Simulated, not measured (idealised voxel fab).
process module | voxel transistor to metal
cross-section cut | 190 nm wide | cells 5 nm
A cross-section is a grid of square cells, given in bands from the top down. A band is one or more rows of cells.
Each band's line starts with the height of the band's top and of its bottom, in nm. Then come its materials from left to right, each with its width in nm. One material with "throughout" fills the band from edge to edge. "air" is empty space.
Height 0 is the level under which the wafer as received is all one material. The lowest band goes on downwards, as in "0 down".
A width such as "30 to 40" changes by the same amount from each row of cells to the next, from the band's top row to its bottom row.
"no change" after a step means that no cell of the cross-section changed.
closed voids: empty space of 8 cells or more with no open way to the top, each as width x height at its distance from the left edge, in nm
after a step's settings: what the simulator itself notes on the step
overlay nm, on a step with a mask: how far to the right of its planned place the mask lay; to the left if negative
plan
1 op RECEIVE | material Si
2 op OXIDIZE | depth nm 5
3 op CONFORMAL_DEP | material SiN | thk nm 15
4 op PATTERN | tone cover | mask id ACTIVE | material resist | width nm 115 | thk nm 15 | overlay nm 0
5 op DIRECTIONAL_ETCH | etch materials SiN | depth nm 15
6 op DIRECTIONAL_ETCH | etch materials SiO2 | depth nm 5
7 op DIRECTIONAL_ETCH | etch materials Si | depth nm 30
8 op STRIP | etch materials resist
9 op FILL_DEP | material SiO2 | thk nm 15
10 op CMP | height nm 15
11 op SELECTIVE_ETCH | etch materials SiO2 | depth nm 15
12 op STRIP | etch materials SiN
13 op SELECTIVE_ETCH | etch materials SiO2 | depth nm 5
14 op OXIDIZE | depth nm 5
15 op DIRECTIONAL_DEP | material polySi | thk nm 25
16 op DIRECTIONAL_DEP | material SiCN | thk nm 10
17 op DIRECTIONAL_DEP | material aC | thk nm 10
18 op PATTERN | tone cover | mask id GATE | material resist | width nm 25 | thk nm 30 | overlay nm 0
19 op DIRECTIONAL_ETCH | etch materials aC | depth nm 10
20 op STRIP | etch materials resist
21 op DIRECTIONAL_ETCH | etch materials SiCN | depth nm 20
22 op DIRECTIONAL_ETCH | etch materials polySi | depth nm 35
23 op STRIP | etch materials aC
24 op CONFORMAL_DEP | material SiO2 | thk nm 5
25 op DIRECTIONAL_ETCH | etch materials SiO2 | depth nm 5
26 op CONFORMAL_DEP | material SiN | thk nm 5
27 op DIRECTIONAL_ETCH | etch materials SiN | depth nm 5
28 op DIRECTIONAL_ETCH | etch materials SiO2 | depth nm 5
29 op DIRECTIONAL_ETCH | etch materials Si | depth nm 10
30 op EPI | material SiGe | thk nm 10
31 op FILL_DEP | material SiO2 | thk nm 5
32 op CMP | height nm 30
33 op DIRECTIONAL_DEP | material SiO2 | thk nm 15
34 op DIRECTIONAL_DEP | material aC | thk nm 15
35 op PATTERN | tone open | mask id CONTACT | material resist | width nm 30 | pitch nm 65 | thk nm 30 | overlay nm -15
36 op DIRECTIONAL_ETCH | etch materials aC | depth nm 15
37 op STRIP | etch materials resist
38 op DIRECTIONAL_ETCH | etch materials SiO2 | depth nm 55
39 op STRIP | etch materials aC
40 op CONFORMAL_DEP | material TiN | thk nm 5
41 op FILL_DEP | material Ru | thk nm 5
42 op CMP | height nm 45
43 op DIRECTIONAL_DEP | material TiN | thk nm 5
44 op DIRECTIONAL_DEP | material Ru | thk nm 25
45 op PATTERN | tone cover | mask id METAL_1 | material resist | width nm 20 | pitch nm 75 | thk nm 15 | overlay nm 0
46 op DIRECTIONAL_ETCH | etch materials Ru | depth nm 25
47 op DIRECTIONAL_ETCH | etch materials TiN | depth nm 5
48 op STRIP | etch materials resist
49 op FILL_DEP | material lowk | thk nm 10
50 op CMP | height nm 75
51 op CONFORMAL_DEP | material SiCN | thk nm 5
52 op DIRECTIONAL_DEP | material SiO2 | thk nm 25
53 op PATTERN | tone open | mask id METAL_2 | material resist | width nm 20 | pitch nm 75 | thk nm 20 | overlay nm 0
54 op DIRECTIONAL_ETCH | etch materials SiO2 | depth nm 15
55 op STRIP | etch materials resist
56 op DIRECTIONAL_DEP | material aC | thk nm 15
57 op PATTERN | tone open | mask id METAL_2_HOLES | material resist | width nm 15 | pitch nm 75 | thk nm 35 | overlay nm 0
58 op DIRECTIONAL_ETCH | etch materials aC | depth nm 15
59 op STRIP | etch materials resist
60 op DIRECTIONAL_ETCH | etch materials SiO2 | depth nm 10
61 op DIRECTIONAL_ETCH | etch materials SiCN | depth nm 5
62 op STRIP | etch materials aC
63 op CONFORMAL_DEP | material TiN | thk nm 5
64 op FILL_DEP | material Cu | thk nm 5
65 op CMP | height nm 105
66 op CONFORMAL_DEP | material SiCN | thk nm 5
varied across the wafers: overlay nm of step 35. The plan shows the first wafer's value. All wafers start alike
first wafer as received, after step 1
  0 down: Si throughout
  closed voids: none
each wafer at the end: cells of each material gained (+) or lost (-) since it was received, then its closed voids
overlay nm -15 | +14 Cu | +88 Ru | -179 Si | +80 SiCN | +36 SiGe | +14 SiN | +486 SiO2 | +92 TiN | +180 lowk | +25 polySi | closed voids: none
overlay nm -10 | +14 Cu | +92 Ru | -179 Si | +80 SiCN | +36 SiGe | +14 SiN | +480 SiO2 | +94 TiN | +180 lowk | +25 polySi | closed voids: none
overlay nm -5 | +14 Cu | +96 Ru | -179 Si | +80 SiCN | +36 SiGe | +14 SiN | +474 SiO2 | +96 TiN | +180 lowk | +25 polySi | closed voids: none
overlay nm 0 | +14 Cu | +96 Ru | -179 Si | +80 SiCN | +36 SiGe | +14 SiN | +482 SiO2 | +88 TiN | +180 lowk | +25 polySi | closed voids: none
overlay nm 5 | +14 Cu | +96 Ru | -179 Si | +80 SiCN | +36 SiGe | +14 SiN | +474 SiO2 | +96 TiN | +180 lowk | +25 polySi | closed voids: none
overlay nm 10 | +14 Cu | +92 Ru | -179 Si | +80 SiCN | +36 SiGe | +14 SiN | +480 SiO2 | +94 TiN | +180 lowk | +25 polySi | closed voids: none
overlay nm 15 | +14 Cu | +88 Ru | -179 Si | +80 SiCN | +36 SiGe | +14 SiN | +486 SiO2 | +92 TiN | +180 lowk | +25 polySi | closed voids: none
